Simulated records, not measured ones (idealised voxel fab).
Process module name: voxel wiring stack
Xsec cut, 260 nm wide, square cell size 5 nm.
Think of the cross-section as a grid of square cells. We describe it in bands, top to bottom, and each band covers one or more rows of those cells.
What a band's entry tells you: where the top is and where the bottom is, as heights in nm, and after that what lies inside, material by material from left to right, each with its width in nm. Empty space is written as the word "blank", and a single material marked with the word "everywhere" occupies the band from edge to edge.
Height datum 0, below which the as-received substrate wafer is one material. Lowest band open at the bottom, running downward: "0..down".
The width entry "30->40" should be interpreted row by row: the top row of cells in the band takes the first number, the bottom row takes the second number, and the change between adjacent rows is uniform throughout.
No cell of the cross-section changed in a step that is given as "nothing altered".
Enclosed voids (no open way to top), threshold 8 cells or more, entry "Fully sealed cavities", notation width x height at distance, distance from left edge, nm.
That trailing text on a step's line, after the settings, is the simulator's own remark on the step.
You can add "overlay nm" to a step's line. For a step with a mask, it describes how far the mask lay to the right of its planned position, and a negative number describes a lay to the left.
For the reader: what remains of this document is a series of pairs, each showing a cross-section before one process step and a cross-section after that step which reaches down only to the lowest band that changed, with the step between them and its settings set out under the pair. It should not be assumed that a pair continues from the pair above it; the pairs can come from different runs of this module on the same starting wafer, and such continuity exists only where the entry headed "Pre-step" says so.

Pre-step:
    150..90 = lowk everywhere
    90..85 = SiCN everywhere
    85..65 = 80 lowk, 5 TiN, 10 W, 5 TiN, 20 lowk, 5 TiN, 10 W, 5 TiN, 20 lowk, 5 TiN, 10 W, 5 TiN, 80 lowk
    65..60 = 80 SiCN, 20 TiN, 20 SiCN, 20 TiN, 20 SiCN, 20 TiN, 80 SiCN
    60..45 = 80 SiO2, 15 Ru, 25 SiO2, 15 Ru, 25 SiO2, 15 Ru, 85 SiO2
    45..35 = 80->75 SiCN, 15->30 Ru, 25->10 SiCN, 15->30 Ru, 25->10 SiCN, 15->30 Ru, 85->75 SiCN
    35..20 = 80 lowk, 5 TiN, 10 Cu, 5 TiN, 20 lowk, 5 TiN, 10 Cu, 5 TiN, 20 lowk, 5 TiN, 10 Cu, 5 TiN, 80 lowk
    20..15 = 80 SiCN, 20 TiN, 20 SiCN, 20 TiN, 20 SiCN, 20 TiN, 80 SiCN
    15..0 = SiO2 everywhere
    0..down = Si everywhere
    Fully sealed cavities: none

Sectional Result:
    150..135 = 80 lowk, 20 blank, 20 lowk, 20 blank, 20 lowk, 20 blank, 80 lowk
    Under the height 135 nothing was changed.
    Fully sealed cavities: none
The two cross-sections above bracket this step: op MASKED_ETCH | tone open | mask id METAL_3 | width nm 20 | pitch nm 40 | etch materials lowk | depth nm 15 | overlay nm 0

Pre-step: the wafer arrives at this step looking as the after cross-section in the pair just above shows it.

Sectional Result:
    150..135 = 80 lowk, 20 blank, 20 lowk, 20 blank, 20 lowk, 20 blank, 80 lowk
    135..120 = 80 lowk, 15 blank, 25 lowk, 15 blank, 25 lowk, 15 blank, 85 lowk
    Under the height 120 nothing was changed.
    Fully sealed cavities: none
The two cross-sections above bracket this step: op MASKED_ETCH | tone open | mask id METAL_3_HOLES | width nm 15 | pitch nm 40 | etch materials lowk | depth nm 15 | overlay nm 0

Pre-step: the wafer arrives at this step looking as the after cross-section in the pair just above shows it.

Sectional Result:
    155..150 = 85 TiN, 10 blank, 30 TiN, 10 blank, 30 TiN, 10 blank, 85 TiN
    150..140 = 80 lowk, 5 TiN, 10 blank, 5 TiN, 20 lowk, 5 TiN, 10 blank, 5 TiN, 20 lowk, 5 TiN, 10 blank, 5 TiN, 80 lowk
    140..135 = 80 lowk, 5 TiN, 5 blank, 10 TiN, 20 lowk, 5 TiN, 5 blank, 10 TiN, 20 lowk, 5 TiN, 5 blank, 10 TiN, 80 lowk
    135..125 = 80 lowk, 5 TiN, 5 blank, 5 TiN, 25 lowk, 5 TiN, 5 blank, 5 TiN, 25 lowk, 5 TiN, 5 blank, 5 TiN, 85 lowk
    125..120 = 80 lowk, 15 TiN, 25 lowk, 15 TiN, 25 lowk, 15 TiN, 85 lowk
    Under the height 120 nothing was changed.
    Fully sealed cavities: none
The two cross-sections above bracket this step: op CONFORMAL_DEP | material TiN | thk nm 5

Pre-step: the wafer arrives at this step looking as the after cross-section in the pair just above shows it.

Sectional Result:
    160..155 = Cu everywhere
    155..150 = 85 TiN, 10 Cu, 30 TiN, 10 Cu, 30 TiN, 10 Cu, 85 TiN
    150..140 = 80 lowk, 5 TiN, 10 Cu, 5 TiN, 20 lowk, 5 TiN, 10 Cu, 5 TiN, 20 lowk, 5 TiN, 10 Cu, 5 TiN, 80 lowk
    140..135 = 80 lowk, 5 TiN, 5 Cu, 10 TiN, 20 lowk, 5 TiN, 5 Cu, 10 TiN, 20 lowk, 5 TiN, 5 Cu, 10 TiN, 80 lowk
    135..125 = 80 lowk, 5 TiN, 5 Cu, 5 TiN, 25 lowk, 5 TiN, 5 Cu, 5 TiN, 25 lowk, 5 TiN, 5 Cu, 5 TiN, 85 lowk
    Under the height 125 nothing was changed.
    Fully sealed cavities: none
The two cross-sections above bracket this step: op FILL_DEP | material Cu | thk nm 5

Pre-step: the wafer arrives at this step looking as the after cross-section in the pair just above shows it.

Sectional Result:
    120..90 = lowk everywhere
    Under the height 90 nothing was changed.
    Fully sealed cavities: none
The two cross-sections above bracket this step: op CMP | height nm 120

Pre-step: the wafer arrives at this step looking as the after cross-section in the pair just above shows it.

Sectional Result:
    125..120 = SiCN everywhere
    Under the height 120 nothing was changed.
    Fully sealed cavities: none
The two cross-sections above bracket this step: op CONFORMAL_DEP | material SiCN | thk nm 5

Pre-step: the wafer arrives at this step looking as the after cross-section in the pair just above shows it.

Sectional Result:
    145..125 = SiO2 everywhere
    Under the height 125 nothing was changed.
    Fully sealed cavities: none
The two cross-sections above bracket this step: op DIRECTIONAL_DEP | material SiO2 | thk nm 20

Pre-step: the wafer arrives at this step looking as the after cross-section in the pair just above shows it.

Sectional Result:
    145..125 = 80 SiO2, 15 blank, 25 SiO2, 15 blank, 25 SiO2, 15 blank, 85 SiO2
    Under the height 125 nothing was changed.
    Fully sealed cavities: none
The two cross-sections above bracket this step: op MASKED_ETCH | tone open | mask id PLUG_3 | width nm 15 | pitch nm 40 | etch materials SiO2 | depth nm 20 | overlay nm 0

Pre-step: the wafer arrives at this step looking as the after cross-section in the pair just above shows it.

Sectional Result:
    145..125 = 80 SiO2, 15 blank, 25 SiO2, 15 blank, 25 SiO2, 15 blank, 85 SiO2
    125..120 = 80 SiCN, 15 blank, 25 SiCN, 15 blank, 25 SiCN, 15 blank, 85 SiCN
    Under the height 120 nothing was changed.
    Fully sealed cavities: none
The two cross-sections above bracket this step: op MASKED_ETCH | tone open | mask id PLUG_3 | width nm 15 | pitch nm 40 | etch materials SiCN | depth nm 5 | overlay nm 0

Pre-step: the wafer arrives at this step looking as the after cross-section in the pair just above shows it.

Sectional Result:
    150..145 = 80 TiN, 15 blank, 25 TiN, 15 blank, 25 TiN, 15 blank, 85 TiN
    145..125 = 80 SiO2, 15 blank, 25 SiO2, 15 blank, 25 SiO2, 15 blank, 85 SiO2
    125..120 = 80 SiCN, 15 TiN, 25 SiCN, 15 TiN, 25 SiCN, 15 TiN, 85 SiCN
    Under the height 120 nothing was changed.
    Fully sealed cavities: none
The two cross-sections above bracket this step: op DIRECTIONAL_DEP | material TiN | thk nm 5

Pre-step: the wafer arrives at this step looking as the after cross-section in the pair just above shows it.

Sectional Result:
    175..150 = 80 W, 15 blank, 25 W, 15 blank, 25 W, 15 blank, 85 W
    150..145 = 80 TiN, 15 W, 25 TiN, 15 W, 25 TiN, 15 W, 85 TiN
    145..125 = 80 SiO2, 15 W, 25 SiO2, 15 W, 25 SiO2, 15 W, 85 SiO2
    Under the height 125 nothing was changed.
    Fully sealed cavities: none
The two cross-sections above bracket this step: op DIRECTIONAL_DEP | material W | thk nm 25

Pre-step: the wafer arrives at this step looking as the after cross-section in the pair just above shows it.

Sectional Result:
    175..150 = 95 blank, 5 W, 35 blank, 5 W, 35 blank, 5 W, 80 blank
    Under the height 150 nothing was changed.
    Fully sealed cavities: none
The two cross-sections above bracket this step: op MASKED_ETCH | tone cover | mask id METAL_4 | width nm 20 | pitch nm 40 | etch materials W | depth nm 25 | overlay nm 0

Pre-step: the wafer arrives at this step looking as the after cross-section in the pair just above shows it.

Sectional Result:
    175..150 = 95 blank, 5 W, 35 blank, 5 W, 35 blank, 5 W, 80 blank
    150..145 = 80 blank, 15 W, 5 TiN, 20 blank, 15 W, 5 TiN, 20 blank, 15 W, 5 TiN, 80 blank
    Under the height 145 nothing was changed.
    Fully sealed cavities: none
The two cross-sections above bracket this step: op MASKED_ETCH | tone cover | mask id METAL_4 | width nm 20 | pitch nm 40 | etch materials TiN | depth nm 5 | overlay nm 0

Pre-step: the wafer arrives at this step looking as the after cross-section in the pair just above shows it.

Sectional Result:
    180..175 = 90 blank, 15 SiCN, 25 blank, 15 SiCN, 25 blank, 15 SiCN, 75 blank
    175..155 = 90 blank, 5 SiCN, 5 W, 5 SiCN, 25 blank, 5 SiCN, 5 W, 5 SiCN, 25 blank, 5 SiCN, 5 W, 5 SiCN, 75 blank
    155..150 = 75 blank, 20 SiCN, 5 W, 5 SiCN, 10 blank, 20 SiCN, 5 W, 5 SiCN, 10 blank, 20 SiCN, 5 W, 5 SiCN, 75 blank
    150..145 = 80 SiCN, 15 W, 5 TiN, 20 SiCN, 15 W, 5 TiN, 20 SiCN, 15 W, 5 TiN, 80 SiCN
    Under the height 145 nothing was changed.
    Fully sealed cavities: none
The two cross-sections above bracket this step: op CONFORMAL_DEP | material SiCN | thk nm 5

Pre-step: the wafer arrives at this step looking as the after cross-section in the pair just above shows it.

Sectional Result:
    185..180 = SiO2 everywhere
    180..175 = 90 SiO2, 15 SiCN, 25 SiO2, 15 SiCN, 25 SiO2, 15 SiCN, 75 SiO2
    175..155 = 90 SiO2, 5 SiCN, 5 W, 5 SiCN, 25 SiO2, 5 SiCN, 5 W, 5 SiCN, 25 SiO2, 5 SiCN, 5 W, 5 SiCN, 75 SiO2
    155..150 = 75 SiO2, 20 SiCN, 5 W, 5 SiCN, 10 SiO2, 20 SiCN, 5 W, 5 SiCN, 10 SiO2, 20 SiCN, 5 W, 5 SiCN, 75 SiO2
    Under the height 150 nothing was changed.
    Fully sealed cavities: none
The two cross-sections above bracket this step: op FILL_DEP | material SiO2 | thk nm 5

Pre-step: the wafer arrives at this step looking as the after cross-section in the pair just above shows it.

Sectional Result:
    175..155 = 90 SiO2, 5 SiCN, 5 W, 5 SiCN, 25 SiO2, 5 SiCN, 5 W, 5 SiCN, 25 SiO2, 5 SiCN, 5 W, 5 SiCN, 75 SiO2
    Under the height 155 nothing was changed.
    Fully sealed cavities: none
The two cross-sections above bracket this step: op CMP | height nm 175

Pre-step: the wafer arrives at this step looking as the after cross-section in the pair just above shows it.

Sectional Result:
    180..175 = SiCN everywhere
    Under the height 175 nothing was changed.
    Fully sealed cavities: none
The two cross-sections above bracket this step: op CONFORMAL_DEP | material SiCN | thk nm 5

Pre-step:
    15..0 = SiO2 everywhere
    0..down = Si everywhere
    Fully sealed cavities: none

Sectional Result:
    30..15 = lowk everywhere
    Under the height 15 nothing was changed.
    Fully sealed cavities: none
The two cross-sections above bracket this step: op DIRECTIONAL_DEP | material lowk | thk nm 15

Pre-step: the wafer arrives at this step looking as the after cross-section in the pair just above shows it.

Sectional Result:
    35..30 = SiCN everywhere
    Under the height 30 nothing was changed.
    Fully sealed cavities: none
The two cross-sections above bracket this step: op CONFORMAL_DEP | material SiCN | thk nm 5

Pre-step: the wafer arrives at this step looking as the after cross-section in the pair just above shows it.

Sectional Result:
    45..35 = aC everywhere
    Under the height 35 nothing was changed.
    Fully sealed cavities: none
The two cross-sections above bracket this step: op DIRECTIONAL_DEP | material aC | thk nm 10

Pre-step: the wafer arrives at this step looking as the after cross-section in the pair just above shows it.

Sectional Result:
    70..45 = 80 resist, 20 blank, 20 resist, 20 blank, 20 resist, 20 blank, 80 resist
    Under the height 45 nothing was changed.
    Fully sealed cavities: none
The two cross-sections above bracket this step: op PATTERN | tone open | mask id METAL_1 | material resist | width nm 20 | pitch nm 40 | thk nm 25 | overlay nm 0

Pre-step: the wafer arrives at this step looking as the after cross-section in the pair just above shows it.

Sectional Result:
    60..45 = 80 resist, 20 blank, 20 resist, 20 blank, 20 resist, 20 blank, 80 resist
    45..35 = 80 aC, 20 blank, 20 aC, 20 blank, 20 aC, 20 blank, 80 aC
    Under the height 35 nothing was changed.
    Fully sealed cavities: none
The two cross-sections above bracket this step: op DIRECTIONAL_ETCH | etch materials aC | depth nm 10

Pre-step: the wafer arrives at this step looking as the after cross-section in the pair just above shows it.

Sectional Result:
    45..35 = 80 aC, 20 blank, 20 aC, 20 blank, 20 aC, 20 blank, 80 aC
    Under the height 35 nothing was changed.
    Fully sealed cavities: none
The two cross-sections above bracket this step: op STRIP | etch materials resist

Pre-step: the wafer arrives at this step looking as the after cross-section in the pair just above shows it.

Sectional Result:
    45..35 = 80 aC, 20 blank, 20 aC, 20 blank, 20 aC, 20 blank, 80 aC
    35..30 = 80 SiCN, 20 blank, 20 SiCN, 20 blank, 20 SiCN, 20 blank, 80 SiCN
    Under the height 30 nothing was changed.
    Fully sealed cavities: none
The two cross-sections above bracket this step: op DIRECTIONAL_ETCH | etch materials SiCN | depth nm 5

Pre-step: the wafer arrives at this step looking as the after cross-section in the pair just above shows it.

Sectional Result:
    35..30 = 80 SiCN, 20 blank, 20 SiCN, 20 blank, 20 SiCN, 20 blank, 80 SiCN
    Under the height 30 nothing was changed.
    Fully sealed cavities: none
The two cross-sections above bracket this step: op STRIP | etch materials aC

Pre-step: the wafer arrives at this step looking as the after cross-section in the pair just above shows it.

Sectional Result:
    40..35 = 85 TiN, 10 blank, 30 TiN, 10 blank, 30 TiN, 10 blank, 85 TiN
    35..30 = 80 SiCN, 20 TiN, 20 SiCN, 20 TiN, 20 SiCN, 20 TiN, 80 SiCN
    Under the height 30 nothing was changed.
    Fully sealed cavities: none
The two cross-sections above bracket this step: op CONFORMAL_DEP | material TiN | thk nm 5

Pre-step: the wafer arrives at this step looking as the after cross-section in the pair just above shows it.

Sectional Result:
    45..40 = Cu everywhere
    40..35 = 85 TiN, 10 Cu, 30 TiN, 10 Cu, 30 TiN, 10 Cu, 85 TiN
    Under the height 35 nothing was changed.
    Fully sealed cavities: none
The two cross-sections above bracket this step: op FILL_DEP | material Cu | thk nm 5

Pre-step: the wafer arrives at this step looking as the after cross-section in the pair just above shows it.

Sectional Result:
    35..30 = 80 SiCN, 20 TiN, 20 SiCN, 20 TiN, 20 SiCN, 20 TiN, 80 SiCN
    Under the height 30 nothing was changed.
    Fully sealed cavities: none
The two cross-sections above bracket this step: op CMP | height nm 35

Pre-step: the wafer arrives at this step looking as the after cross-section in the pair just above shows it.

Sectional Result:
    40..35 = 75 blank, 30 Ru, 10 blank, 30 Ru, 10 blank, 30 Ru, 75 blank
    Under the height 35 nothing was changed.
    Fully sealed cavities: none
The two cross-sections above bracket this step: op EPI | material Ru | thk nm 5

Pre-step: the wafer arrives at this step looking as the after cross-section in the pair just above shows it.

Sectional Result:
    45..40 = SiCN everywhere
    40..35 = 75 SiCN, 30 Ru, 10 SiCN, 30 Ru, 10 SiCN, 30 Ru, 75 SiCN
    Under the height 35 nothing was changed.
    Fully sealed cavities: none
The two cross-sections above bracket this step: op FILL_DEP | material SiCN | thk nm 5

Pre-step: the wafer arrives at this step looking as the after cross-section in the pair just above shows it.

Sectional Result:
    60..45 = SiO2 everywhere
    Under the height 45 nothing was changed.
    Fully sealed cavities: none
The two cross-sections above bracket this step: op DIRECTIONAL_DEP | material SiO2 | thk nm 15

Pre-step: the wafer arrives at this step looking as the after cross-section in the pair just above shows it.

Sectional Result:
    75..60 = aC everywhere
    Under the height 60 nothing was changed.
    Fully sealed cavities: none
The two cross-sections above bracket this step: op DIRECTIONAL_DEP | material aC | thk nm 15

Pre-step: the wafer arrives at this step looking as the after cross-section in the pair just above shows it.

Sectional Result:
    105..75 = 80 resist, 15 blank, 25 resist, 15 blank, 25 resist, 15 blank, 85 resist
    Under the height 75 nothing was changed.
    Fully sealed cavities: none
The two cross-sections above bracket this step: op PATTERN | tone open | mask id PLUG_1 | material resist | width nm 15 | pitch nm 40 | thk nm 30 | overlay nm 0

Pre-step: the wafer arrives at this step looking as the after cross-section in the pair just above shows it.

Sectional Result:
    90..75 = 80 resist, 15 blank, 25 resist, 15 blank, 25 resist, 15 blank, 85 resist
    75..60 = 80 aC, 15 blank, 25 aC, 15 blank, 25 aC, 15 blank, 85 aC
    Under the height 60 nothing was changed.
    Fully sealed cavities: none
The two cross-sections above bracket this step: op DIRECTIONAL_ETCH | etch materials aC | depth nm 15

Pre-step: the wafer arrives at this step looking as the after cross-section in the pair just above shows it.

Sectional Result:
    75..60 = 80 aC, 15 blank, 25 aC, 15 blank, 25 aC, 15 blank, 85 aC
    Under the height 60 nothing was changed.
    Fully sealed cavities: none
The two cross-sections above bracket this step: op STRIP | etch materials resist

Pre-step: the wafer arrives at this step looking as the after cross-section in the pair just above shows it.

Sectional Result:
    75..60 = 80 aC, 15 blank, 25 aC, 15 blank, 25 aC, 15 blank, 85 aC
    60..45 = 80 SiO2, 15 blank, 25 SiO2, 15 blank, 25 SiO2, 15 blank, 85 SiO2
    Under the height 45 nothing was changed.
    Fully sealed cavities: none
The two cross-sections above bracket this step: op DIRECTIONAL_ETCH | etch materials SiO2 | depth nm 15

Pre-step: the wafer arrives at this step looking as the after cross-section in the pair just above shows it.

Sectional Result:
    75..60 = 80 aC, 15 blank, 25 aC, 15 blank, 25 aC, 15 blank, 85 aC
    60..45 = 80 SiO2, 15 blank, 25 SiO2, 15 blank, 25 SiO2, 15 blank, 85 SiO2
    45..40 = 80 SiCN, 15 blank, 25 SiCN, 15 blank, 25 SiCN, 15 blank, 85 SiCN
    Under the height 40 nothing was changed.
    Fully sealed cavities: none
The two cross-sections above bracket this step: op DIRECTIONAL_ETCH | etch materials SiCN | depth nm 5

Pre-step: the wafer arrives at this step looking as the after cross-section in the pair just above shows it.

Sectional Result:
    60..45 = 80 SiO2, 15 blank, 25 SiO2, 15 blank, 25 SiO2, 15 blank, 85 SiO2
    Under the height 45 nothing was changed.
    Fully sealed cavities: none
The two cross-sections above bracket this step: op STRIP | etch materials aC

Pre-step: the wafer arrives at this step looking as the after cross-section in the pair just above shows it.

Sectional Result:
    60..50 = 80 SiO2, 15 blank, 25 SiO2, 15 blank, 25 SiO2, 15 blank, 85 SiO2
    50..45 = 80 SiO2, 15 Ru, 25 SiO2, 15 Ru, 25 SiO2, 15 Ru, 85 SiO2
    45..35 = 80->75 SiCN, 15->30 Ru, 25->10 SiCN, 15->30 Ru, 25->10 SiCN, 15->30 Ru, 85->75 SiCN
    Under the height 35 nothing was changed.
    Fully sealed cavities: none
The two cross-sections above bracket this step: op EPI | material Ru | thk nm 10

Pre-step: the wafer arrives at this step looking as the after cross-section in the pair just above shows it.

Sectional Result:
    60..45 = 80 SiO2, 15 Ru, 25 SiO2, 15 Ru, 25 SiO2, 15 Ru, 85 SiO2
    Under the height 45 nothing was changed.
    Fully sealed cavities: none
The two cross-sections above bracket this step: op EPI | material Ru | thk nm 10

Pre-step: the wafer arrives at this step looking as the after cross-section in the pair just above shows it.

Sectional Result:
    65..60 = SiCN everywhere
    Under the height 60 nothing was changed.
    Fully sealed cavities: none
The two cross-sections above bracket this step: op CONFORMAL_DEP | material SiCN | thk nm 5

Pre-step: the wafer arrives at this step looking as the after cross-section in the pair just above shows it.

Sectional Result:
    85..65 = lowk everywhere
    Under the height 65 nothing was changed.
    Fully sealed cavities: none
The two cross-sections above bracket this step: op DIRECTIONAL_DEP | material lowk | thk nm 20

Pre-step: the wafer arrives at this step looking as the after cross-section in the pair just above shows it.

Sectional Result:
    100..85 = 80 resist, 20 blank, 20 resist, 20 blank, 20 resist, 20 blank, 80 resist
    Under the height 85 nothing was changed.
    Fully sealed cavities: none
The two cross-sections above bracket this step: op PATTERN | tone open | mask id METAL_2 | material resist | width nm 20 | pitch nm 40 | thk nm 15 | overlay nm 0

Pre-step: the wafer arrives at this step looking as the after cross-section in the pair just above shows it.

Sectional Result:
    100..85 = 80 resist, 20 blank, 20 resist, 20 blank, 20 resist, 20 blank, 80 resist
    85..65 = 80 lowk, 20 blank, 20 lowk, 20 blank, 20 lowk, 20 blank, 80 lowk
    Under the height 65 nothing was changed.
    Fully sealed cavities: none
The two cross-sections above bracket this step: op DIRECTIONAL_ETCH | etch materials lowk | depth nm 20

Pre-step: the wafer arrives at this step looking as the after cross-section in the pair just above shows it.

Sectional Result:
    100..85 = 80 resist, 20 blank, 20 resist, 20 blank, 20 resist, 20 blank, 80 resist
    85..65 = 80 lowk, 20 blank, 20 lowk, 20 blank, 20 lowk, 20 blank, 80 lowk
    65..60 = 80 SiCN, 20 blank, 20 SiCN, 20 blank, 20 SiCN, 20 blank, 80 SiCN
    Under the height 60 nothing was changed.
    Fully sealed cavities: none
The two cross-sections above bracket this step: op DIRECTIONAL_ETCH | etch materials SiCN | depth nm 5

Pre-step: the wafer arrives at this step looking as the after cross-section in the pair just above shows it.

Sectional Result:
    85..65 = 80 lowk, 20 blank, 20 lowk, 20 blank, 20 lowk, 20 blank, 80 lowk
    Under the height 65 nothing was changed.
    Fully sealed cavities: none
The two cross-sections above bracket this step: op STRIP | etch materials resist

Pre-step: the wafer arrives at this step looking as the after cross-section in the pair just above shows it.

Sectional Result:
    90..85 = 85 TiN, 10 blank, 30 TiN, 10 blank, 30 TiN, 10 blank, 85 TiN
    85..65 = 80 lowk, 5 TiN, 10 blank, 5 TiN, 20 lowk, 5 TiN, 10 blank, 5 TiN, 20 lowk, 5 TiN, 10 blank, 5 TiN, 80 lowk
    65..60 = 80 SiCN, 20 TiN, 20 SiCN, 20 TiN, 20 SiCN, 20 TiN, 80 SiCN
    Under the height 60 nothing was changed.
    Fully sealed cavities: none
The two cross-sections above bracket this step: op CONFORMAL_DEP | material TiN | thk nm 5

Pre-step: the wafer arrives at this step looking as the after cross-section in the pair just above shows it.

Sectional Result:
    95..90 = W everywhere
    90..85 = 85 TiN, 10 W, 30 TiN, 10 W, 30 TiN, 10 W, 85 TiN
    85..65 = 80 lowk, 5 TiN, 10 W, 5 TiN, 20 lowk, 5 TiN, 10 W, 5 TiN, 20 lowk, 5 TiN, 10 W, 5 TiN, 80 lowk
    Under the height 65 nothing was changed.
    Fully sealed cavities: none
The two cross-sections above bracket this step: op FILL_DEP | material W | thk nm 5

Pre-step: the wafer arrives at this step looking as the after cross-section in the pair just above shows it.

Sectional Result:
    85..65 = 80 lowk, 5 TiN, 10 W, 5 TiN, 20 lowk, 5 TiN, 10 W, 5 TiN, 20 lowk, 5 TiN, 10 W, 5 TiN, 80 lowk
    Under the height 65 nothing was changed.
    Fully sealed cavities: none
The two cross-sections above bracket this step: op CMP | height nm 85

Pre-step: the wafer arrives at this step looking as the after cross-section in the pair just above shows it.

Sectional Result:
    90..85 = SiCN everywhere
    Under the height 85 nothing was changed.
    Fully sealed cavities: none
The two cross-sections above bracket this step: op CONFORMAL_DEP | material SiCN | thk nm 5

Pre-step: the wafer arrives at this step looking as the after cross-section in the pair just above shows it.

Sectional Result:
    120..90 = lowk everywhere
    Under the height 90 nothing was changed.
    Fully sealed cavities: none
The two cross-sections above bracket this step: op DIRECTIONAL_DEP | material lowk | thk nm 30

Pre-step: the wafer arrives at this step looking as the after cross-section in the pair just above shows it.

Sectional Result:
    120..105 = 80 lowk, 20 blank, 20 lowk, 20 blank, 20 lowk, 20 blank, 80 lowk
    Under the height 105 nothing was changed.
    Fully sealed cavities: none
The two cross-sections above bracket this step: op MASKED_ETCH | tone open | mask id METAL_3 | width nm 20 | pitch nm 40 | etch materials lowk | depth nm 15 | overlay nm 0

Pre-step: the wafer arrives at this step looking as the after cross-section in the pair just above shows it.

Sectional Result:
    120..105 = 80 lowk, 20 blank, 20 lowk, 20 blank, 20 lowk, 20 blank, 80 lowk
    105..90 = 80 lowk, 15 blank, 25 lowk, 15 blank, 25 lowk, 15 blank, 85 lowk
    Under the height 90 nothing was changed.
    Fully sealed cavities: none
The two cross-sections above bracket this step: op MASKED_ETCH | tone open | mask id METAL_3_HOLES | width nm 15 | pitch nm 40 | etch materials lowk | depth nm 15 | overlay nm 0

Pre-step: the wafer arrives at this step looking as the after cross-section in the pair just above shows it.

Sectional Result:
    120..105 = 80 lowk, 20 blank, 20 lowk, 20 blank, 20 lowk, 20 blank, 80 lowk
    105..90 = 80 lowk, 15 blank, 25 lowk, 15 blank, 25 lowk, 15 blank, 85 lowk
    90..85 = 80 SiCN, 15 blank, 25 SiCN, 15 blank, 25 SiCN, 15 blank, 85 SiCN
    Under the height 85 nothing was changed.
    Fully sealed cavities: none
The two cross-sections above bracket this step: op MASKED_ETCH | tone open | mask id METAL_3_HOLES | width nm 15 | pitch nm 40 | etch materials SiCN | depth nm 5 | overlay nm 0

Pre-step: the wafer arrives at this step looking as the after cross-section in the pair just above shows it.

Sectional Result:
    125..120 = 85 TiN, 10 blank, 30 TiN, 10 blank, 30 TiN, 10 blank, 85 TiN
    120..110 = 80 lowk, 5 TiN, 10 blank, 5 TiN, 20 lowk, 5 TiN, 10 blank, 5 TiN, 20 lowk, 5 TiN, 10 blank, 5 TiN, 80 lowk
    110..105 = 80 lowk, 5 TiN, 5 blank, 10 TiN, 20 lowk, 5 TiN, 5 blank, 10 TiN, 20 lowk, 5 TiN, 5 blank, 10 TiN, 80 lowk
    105..90 = 80 lowk, 5 TiN, 5 blank, 5 TiN, 25 lowk, 5 TiN, 5 blank, 5 TiN, 25 lowk, 5 TiN, 5 blank, 5 TiN, 85 lowk
    90..85 = 80 SiCN, 15 TiN, 25 SiCN, 15 TiN, 25 SiCN, 15 TiN, 85 SiCN
    Under the height 85 nothing was changed.
    Fully sealed cavities: none
The two cross-sections above bracket this step: op CONFORMAL_DEP | material TiN | thk nm 5

Pre-step: the wafer arrives at this step looking as the after cross-section in the pair just above shows it.

Sectional Result:
    130..125 = Cu everywhere
    125..120 = 85 TiN, 10 Cu, 30 TiN, 10 Cu, 30 TiN, 10 Cu, 85 TiN
    120..110 = 80 lowk, 5 TiN, 10 Cu, 5 TiN, 20 lowk, 5 TiN, 10 Cu, 5 TiN, 20 lowk, 5 TiN, 10 Cu, 5 TiN, 80 lowk
    110..105 = 80 lowk, 5 TiN, 5 Cu, 10 TiN, 20 lowk, 5 TiN, 5 Cu, 10 TiN, 20 lowk, 5 TiN, 5 Cu, 10 TiN, 80 lowk
    105..90 = 80 lowk, 5 TiN, 5 Cu, 5 TiN, 25 lowk, 5 TiN, 5 Cu, 5 TiN, 25 lowk, 5 TiN, 5 Cu, 5 TiN, 85 lowk
    Under the height 90 nothing was changed.
    Fully sealed cavities: none
The two cross-sections above bracket this step: op FILL_DEP | material Cu | thk nm 5

Pre-step: the wafer arrives at this step looking as the after cross-section in the pair just above shows it.

Sectional Result:
    120..110 = 80 lowk, 5 TiN, 10 Cu, 5 TiN, 20 lowk, 5 TiN, 10 Cu, 5 TiN, 20 lowk, 5 TiN, 10 Cu, 5 TiN, 80 lowk
    Under the height 110 nothing was changed.
    Fully sealed cavities: none
The two cross-sections above bracket this step: op CMP | height nm 120

Pre-step: the wafer arrives at this step looking as the after cross-section in the pair just above shows it.

Sectional Result:
    125..120 = SiCN everywhere
    Under the height 120 nothing was changed.
    Fully sealed cavities: none
The two cross-sections above bracket this step: op CONFORMAL_DEP | material SiCN | thk nm 5

Pre-step: the wafer arrives at this step looking as the after cross-section in the pair just above shows it.

Sectional Result:
    145..125 = SiO2 everywhere
    Under the height 125 nothing was changed.
    Fully sealed cavities: none
The two cross-sections above bracket this step: op DIRECTIONAL_DEP | material SiO2 | thk nm 20

Pre-step: the wafer arrives at this step looking as the after cross-section in the pair just above shows it.

Sectional Result:
    145..125 = 80 SiO2, 15 blank, 25 SiO2, 15 blank, 25 SiO2, 15 blank, 85 SiO2
    Under the height 125 nothing was changed.
    Fully sealed cavities: none
The two cross-sections above bracket this step: op MASKED_ETCH | tone open | mask id PLUG_3 | width nm 15 | pitch nm 40 | etch materials SiO2 | depth nm 20 | overlay nm 0

Pre-step: the wafer arrives at this step looking as the after cross-section in the pair just above shows it.

Sectional Result:
    145..125 = 80 SiO2, 15 blank, 25 SiO2, 15 blank, 25 SiO2, 15 blank, 85 SiO2
    125..120 = 80 SiCN, 15 blank, 25 SiCN, 15 blank, 25 SiCN, 15 blank, 85 SiCN
    Under the height 120 nothing was changed.
    Fully sealed cavities: none
The two cross-sections above bracket this step: op MASKED_ETCH | tone open | mask id PLUG_3 | width nm 15 | pitch nm 40 | etch materials SiCN | depth nm 5 | overlay nm 0

Pre-step: the wafer arrives at this step looking as the after cross-section in the pair just above shows it.

Sectional Result:
    145..130 = 80 SiO2, 15 blank, 25 SiO2, 15 blank, 25 SiO2, 15 blank, 85 SiO2
    130..125 = 80 SiO2, 15 Ru, 25 SiO2, 15 Ru, 25 SiO2, 15 Ru, 85 SiO2
    125..120 = 80 SiCN, 15 Ru, 25 SiCN, 15 Ru, 25 SiCN, 15 Ru, 85 SiCN
    Under the height 120 nothing was changed.
    Fully sealed cavities: none
The two cross-sections above bracket this step: op EPI | material Ru | thk nm 10

Pre-step: the wafer arrives at this step looking as the after cross-section in the pair just above shows it.

Sectional Result:
    145..140 = 80 SiO2, 15 blank, 25 SiO2, 15 blank, 25 SiO2, 15 blank, 85 SiO2
    140..125 = 80 SiO2, 15 Ru, 25 SiO2, 15 Ru, 25 SiO2, 15 Ru, 85 SiO2
    Under the height 125 nothing was changed.
    Fully sealed cavities: none
The two cross-sections above bracket this step: op EPI | material Ru | thk nm 10

Pre-step: the wafer arrives at this step looking as the after cross-section in the pair just above shows it.

Sectional Result:
    145..125 = 80 SiO2, 15 Ru, 25 SiO2, 15 Ru, 25 SiO2, 15 Ru, 85 SiO2
    Under the height 125 nothing was changed.
    Fully sealed cavities: none
The two cross-sections above bracket this step: op EPI | material Ru | thk nm 5
